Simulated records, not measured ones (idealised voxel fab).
voxel transistor to metal: a process module
The cross-section on display is named cut; it measures 150 nm wide, and its cells are 5 nm squares.
For the purposes of this document, a cross-section shall be understood as a grid of square cells, specified as bands listed in top-to-bottom order, each band consisting of one or more rows of cells. Heads up on the band format: heights come first, top then bottom, in nm. After that it's the materials left to right, each with its width in nm. A single material flagged "edge to edge" fills the whole band edge to edge, and "blank" means there's empty space there. A quick word on heights: they are counted from 0, and under that level the wafer as it came to us is one material throughout. The lowest band is different from the rest in having no bottom; it simply continues downward, written as in "0 -> down". A two-number width, for instance "30 to 40", indicates that the width is equal to the first number in the top row of the band and to the second number in the bottom row, and that it changes by a constant amount per row of cells. Where the words "everything unchanged" appear for a step, the cross-section shows no cell changed by that step; every cell remained as before. Heads up: "Unvented cavities" only lists the empty pockets with no open path to the top that are 8 cells or more, and it writes them as width x height at distance, distance from the left edge, in nm. Read whatever lies past the settings on a step's line as the simulator's own remark about the step. A step line may carry the setting "overlay nm", which, for steps involving a mask, states the distance by which the mask lay to the right of its intended position; negative values denote displacement to the left.

Planned step list for the process:
1,RECEIVE [material Si]
2,OXIDIZE [depth nm 5]
3,CONFORMAL_DEP [material SiN] [thk nm 10]
4,PATTERN [tone cover] [mask id ACTIVE] [material resist] [width nm 120] [thk nm 15] [overlay nm 0]
5,DIRECTIONAL_ETCH [etch materials SiN] [depth nm 10]
6,DIRECTIONAL_ETCH [etch materials SiO2] [depth nm 5]
7,DIRECTIONAL_ETCH [etch materials Si] [depth nm 35]
8,STRIP [etch materials resist]
9,FILL_DEP [material SiO2] [thk nm 10]
10,CMP [height nm 10]
11,SELECTIVE_ETCH [etch materials SiO2] [depth nm 10]
12,STRIP [etch materials SiN]
13,SELECTIVE_ETCH [etch materials SiO2] [depth nm 5]
14,OXIDIZE [depth nm 5]
15,DIRECTIONAL_DEP [material polySi] [thk nm 20]
16,DIRECTIONAL_DEP [material SiCN] [thk nm 15]
17,MASKED_ETCH [tone cover] [mask id GATE] [width nm 30] [etch materials SiCN] [depth nm 25] [overlay nm 0]
18,MASKED_ETCH [tone cover] [mask id GATE] [width nm 30] [etch materials polySi] [depth nm 30] [overlay nm 0]
19,CONFORMAL_DEP [material SiO2] [thk nm 5]
20,DIRECTIONAL_ETCH [etch materials SiO2] [depth nm 5]
21,CONFORMAL_DEP [material SiN] [thk nm 10]
22,DIRECTIONAL_ETCH [etch materials SiN] [depth nm 10]
23,DIRECTIONAL_ETCH [etch materials SiO2] [depth nm 5]
24,DIRECTIONAL_ETCH [etch materials Si] [depth nm 5]
25,EPI [material nSi] [thk nm 5]
26,FILL_DEP [material SiO2] [thk nm 5]
27,CMP [height nm 15]
28,STRIP [etch materials polySi]
29,SELECTIVE_ETCH [etch materials SiO2] [depth nm 5]
30,CONFORMAL_DEP [material HfO2] [thk nm 5]
31,CONFORMAL_DEP [material TiN] [thk nm 5]
32,FILL_DEP [material W] [thk nm 5]
33,CMP [height nm 10]
34,DIRECTIONAL_DEP [material SiO2] [thk nm 15]
35,PATTERN [tone open] [mask id CONTACT] [material resist] [width nm 20] [pitch nm 90] [thk nm 15] [overlay nm 0]
36,DIRECTIONAL_ETCH [etch materials SiO2] [depth nm 35]
37,STRIP [etch materials resist]
38,CONFORMAL_DEP [material TiN] [thk nm 5]
39,FILL_DEP [material W] [thk nm 10]
40,CMP [height nm 25]
41,CONFORMAL_DEP [material SiCN] [thk nm 5]
42,DIRECTIONAL_DEP [material lowk] [thk nm 25]
43,MASKED_ETCH [tone open] [mask id METAL_1] [width nm 20] [pitch nm 90] [etch materials lowk] [depth nm 25] [overlay nm 0]
44,MASKED_ETCH [tone open] [mask id METAL_1] [width nm 20] [pitch nm 90] [etch materials SiCN] [depth nm 5] [overlay nm 0]
45,CONFORMAL_DEP [material TiN] [thk nm 5]
46,FILL_DEP [material Cu] [thk nm 10]
47,CMP [height nm 55]
48,CONFORMAL_DEP [material SiCN] [thk nm 5]
49,DIRECTIONAL_DEP [material lowk] [thk nm 25]
50,DIRECTIONAL_DEP [material aC] [thk nm 10]
51,PATTERN [tone open] [mask id METAL_2] [material resist] [width nm 20] [pitch nm 90] [thk nm 30] [overlay nm 0]
52,DIRECTIONAL_ETCH [etch materials aC] [depth nm 10]
53,STRIP [etch materials resist]
54,DIRECTIONAL_ETCH [etch materials lowk] [depth nm 15]
55,STRIP [etch materials aC]
56,DIRECTIONAL_DEP [material aC] [thk nm 15]
57,PATTERN [tone open] [mask id METAL_2_HOLES] [material resist] [width nm 15] [pitch nm 90] [thk nm 30] [overlay nm 0]
58,DIRECTIONAL_ETCH [etch materials aC] [depth nm 15]
59,STRIP [etch materials resist]
60,DIRECTIONAL_ETCH [etch materials lowk] [depth nm 10]
61,DIRECTIONAL_ETCH [etch materials SiCN] [depth nm 5]
62,STRIP [etch materials aC]
63,CONFORMAL_DEP [material TiN] [thk nm 5]
64,FILL_DEP [material Ru] [thk nm 10]
65,CMP [height nm 85]
66,CONFORMAL_DEP [material SiN] [thk nm 5]

Wafer cross-section on receipt, i.e. after step 1:
    0 -> down = Si edge to edge
    Unvented cavities: none

First wafer of two, sectioned at end of module; run went per plan:
    90 -> 85 = SiN edge to edge
    85 -> 75 = lowk 20 | TiN 5 | Ru 10 | TiN 5 | lowk 70 | TiN 5 | Ru 10 | TiN 5 | lowk 20
    75 -> 70 = lowk 20 | TiN 5 | Ru 5 | TiN 10 | lowk 70 | TiN 5 | Ru 5 | TiN 10 | lowk 20
    70 -> 60 = lowk 20 | TiN 5 | Ru 5 | TiN 5 | lowk 75 | TiN 5 | Ru 5 | TiN 5 | lowk 25
    60 -> 55 = SiCN 20 | TiN 15 | SiCN 75 | TiN 15 | SiCN 25
    55 -> 30 = lowk 20 | TiN 5 | Cu 10 | TiN 5 | lowk 70 | TiN 5 | Cu 10 | TiN 5 | lowk 20
    30 -> 25 = SiCN 20 | TiN 20 | SiCN 70 | TiN 20 | SiCN 20
    25 -> 10 = SiO2 20 | TiN 5 | W 10 | TiN 5 | SiO2 70 | TiN 5 | W 10 | TiN 5 | SiO2 20
    10 -> 0 = SiO2 20 | TiN 5 | W 10 | TiN 5 | SiO2 5 | SiN 10 | HfO2 5 | TiN 5 | W 20 | TiN 5 | HfO2 5 | SiN 10 | SiO2 5 | TiN 5 | W 10 | TiN 5 | SiO2 20
    0 -> -5 = SiO2 20 | TiN 5 | W 10 | TiN 5 | SiO2 5 | SiN 10 | HfO2 5 | TiN 30 | HfO2 5 | SiN 10 | SiO2 5 | TiN 5 | W 10 | TiN 5 | SiO2 20
    -5 -> -10 = SiO2 20 | TiN 20 | nSi 5 | SiO2 10 | HfO2 40 | SiO2 10 | nSi 5 | TiN 20 | SiO2 20
    -10 -> -15 = SiO2 15 | nSi 30 | Si 60 | nSi 30 | SiO2 15
    -15 -> -40 = SiO2 15 | Si 120 | SiO2 15
    -40 -> down = Si edge to edge
    Unvented cavities: none

Here's the second of our two wafers sectioned at module end. Same start as the first, same plan, but one mistake got made running it:
    90 -> 85 = SiN edge to edge
    85 -> 75 = lowk 20 | TiN 5 | Ru 10 | TiN 5 | lowk 70 | TiN 5 | Ru 10 | TiN 5 | lowk 20
    75 -> 70 = lowk 20 | TiN 5 | Ru 5 | TiN 10 | lowk 70 | TiN 5 | Ru 5 | TiN 10 | lowk 20
    70 -> 60 = lowk 20 | TiN 5 | Ru 5 | TiN 5 | lowk 75 | TiN 5 | Ru 5 | TiN 5 | lowk 25
    60 -> 55 = SiCN 20 | TiN 15 | SiCN 75 | TiN 15 | SiCN 25
    55 -> 30 = lowk 20 | TiN 5 | Cu 10 | TiN 5 | lowk 70 | TiN 5 | Cu 10 | TiN 5 | lowk 20
    30 -> 25 = SiCN 20 | TiN 20 | SiCN 70 | TiN 20 | SiCN 20
    25 -> 10 = SiO2 20 | TiN 5 | W 10 | TiN 5 | SiO2 70 | TiN 5 | W 10 | TiN 5 | SiO2 20
    10 -> 5 = SiO2 20 | TiN 5 | W 10 | TiN 5 | SiO2 5 | SiN 10 | HfO2 5 | TiN 5 | W 20 | TiN 5 | HfO2 5 | SiN 10 | SiO2 5 | TiN 5 | W 10 | TiN 5 | SiO2 20
    5 -> 0 = SiO2 20 | TiN 5 | W 10 | TiN 5 | SiO2 5 | SiN 10 | HfO2 5 | TiN 30 | HfO2 5 | SiN 10 | SiO2 5 | TiN 5 | W 10 | TiN 5 | SiO2 20
    0 -> -5 = SiO2 5 | SiN 10 | SiO2 5 | TiN 20 | nSi 5 | SiO2 10 | HfO2 40 | SiO2 10 | nSi 5 | TiN 20 | SiO2 5 | SiN 10 | SiO2 5
    -5 -> -10 = SiO2 20 | TiN 5 | nSi 20 | Si 60 | nSi 20 | TiN 5 | SiO2 20
    -10 -> -40 = SiO2 15 | Si 120 | SiO2 15
    -40 -> down = Si edge to edge
    Unvented cavities: none
Plan not followed: steps 12 and 13 traded places in the executed sequence
In the final state, the cell counts of the second wafer exceed or fall short of those of the first for the following materials: HfO2 -2, Si +24, SiO2 -6, TiN -4, W -8, nSi -4
